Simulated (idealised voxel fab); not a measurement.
Module name: voxel released beams (process module)
For reference, the cross-section in this document is cut, with width 210 nm and square cells of 5 nm.
How to read a cross-section here: the picture is a grid of square cells, written as bands going from the top down, and any band can span one or more rows of cells.
The band entry comprises the height of the band's top followed by the height of its bottom, expressed in nm, and subsequently the band's materials from left to right, each stated together with its width in nm. Where a single material is marked with the word "all across", that material fills the band from edge to edge. The word "blank" represents empty space.
Zero point of the height axis is 0; under it, received wafer = one material. Lowest band: continues down indefinitely, "0 down".
Quick explanation for "30..40": the width changes in equal steps down the rows of cells, from the first number in the band's top row to the second number in its bottom row.
No cell of the cross-section changed in a step that is given as "nothing altered".
Each empty space that has no open way to the top and spans at least 8 cells appears under "Sealed void list" as width x height at distance, the distance counted from the left edge, all in nm.
The remark found on a step's line after its settings is issued by the simulator itself and pertains to that step.
overlay nm: mask offset rightward from planned place, masked step; negative means leftward offset.
## The steps planned for the process are as follows
1) RECEIVE with material Si
2) CONFORMAL_DEP with material Al2O3, thk nm 5
3) DIRECTIONAL_DEP with material SiO2, thk nm 15
4) DIRECTIONAL_DEP with material aC, thk nm 15
5) PATTERN with tone open, mask id ANCHOR, material resist, width nm 30, thk nm 30, overlay nm 0
6) DIRECTIONAL_ETCH with etch materials aC, depth nm 15
7) STRIP with etch materials resist
8) DIRECTIONAL_ETCH with etch materials SiO2, depth nm 15
9) STRIP with etch materials aC
10) CONFORMAL_DEP with material SiN, thk nm 10
11) MASKED_ETCH with tone cover, mask id BEAM, width nm 90, etch materials SiN, depth nm 10, overlay nm 0
12) STRIP with etch materials SiO2
## Run as planned: first of two wafers
## Cross-section of the wafer at receipt, which is the condition after step 1
- 0 down  Si all across
- Sealed void list: none
## After step 2, in cross-section
- 5 to 0  Al2O3 all across
- All layers under 0 are left as they were.
## After step 3, in cross-section
- 20 to 5  SiO2 all across
- All layers under 5 are left as they were.
## After step 4, in cross-section
- 35 to 20  aC all across
- All layers under 20 are left as they were.
## After step 5, in cross-section
- 65 to 35  60 nm resist, then 30 nm blank, then 120 nm resist
- All layers under 35 are left as they were.
## After step 6, in cross-section
- 50 to 35  60 nm resist, then 30 nm blank, then 120 nm resist
- 35 to 20  60 nm aC, then 30 nm blank, then 120 nm aC
- All layers under 20 are left as they were.
## After step 7, in cross-section
- 35 to 20  60 nm aC, then 30 nm blank, then 120 nm aC
- All layers under 20 are left as they were.
## After step 8, in cross-section
- 35 to 20  60 nm aC, then 30 nm blank, then 120 nm aC
- 20 to 5  60 nm SiO2, then 30 nm blank, then 120 nm SiO2
- All layers under 5 are left as they were.
## After step 9, in cross-section
- 20 to 5  60 nm SiO2, then 30 nm blank, then 120 nm SiO2
- All layers under 5 are left as they were.
## After step 10, in cross-section
- 30 to 20  70 nm SiN, then 10 nm blank, then 130 nm SiN
- 20 to 15  60 nm SiO2, then 10 nm SiN, then 10 nm blank, then 10 nm SiN, then 120 nm SiO2
- 15 to 5  60 nm SiO2, then 30 nm SiN, then 120 nm SiO2
- All layers under 5 are left as they were.
## After step 11, in cross-section
- 30 to 20  55 nm blank, then 15 nm SiN, then 10 nm blank, then 65 nm SiN, then 65 nm blank
- All layers under 20 are left as they were.
## After step 12, in cross-section
- 30 to 20  55 nm blank, then 15 nm SiN, then 10 nm blank, then 65 nm SiN, then 65 nm blank
- 20 to 15  60 nm blank, then 10 nm SiN, then 10 nm blank, then 10 nm SiN, then 120 nm blank
- 15 to 5  60 nm blank, then 30 nm SiN, then 120 nm blank
- All layers under 5 are left as they were.
## Okay, second wafer. Nothing different at the start, nothing different in the plan, just one mistake somewhere in the running. As far as step 3, counting that step, it's the first wafer all over again
## X-section, second wafer, when step 4 was due to finish
- 35 to 20  SiN all across
- All layers under 20 are left as they were.
## X-section, second wafer, when step 5 was due to finish
- 65 to 35  60 nm resist, then 30 nm blank, then 120 nm resist
- All layers under 35 are left as they were.
## X-section, second wafer, when step 6 was due to finish
- 50 to 35  60 nm resist, then 30 nm blank, then 120 nm resist
- All layers under 35 are left as they were.
## X-section, second wafer, when step 7 was due to finish
- 35 to 20  SiN all across
- All layers under 20 are left as they were.
X-section, second wafer, when step 8 was due to finish: nothing altered
X-section, second wafer, when step 9 was due to finish: nothing altered
## X-section, second wafer, when step 10 was due to finish
- 45 to 20  SiN all across
- All layers under 20 are left as they were.
## X-section, second wafer, when step 11 was due to finish
- 45 to 35  55 nm blank, then 90 nm SiN, then 65 nm blank
- All layers under 35 are left as they were.
X-section, second wafer, when step 12 was due to finish: nothing altered
What broke from the plan during processing? step 4 was processed under conditions differing from the plan, specifically as DIRECTIONAL_DEP with material SiN, thk nm 15
Looking at both finished wafers in cells, the second ends up ahead of or behind the first on some materials: SiN +114, SiO2 +126
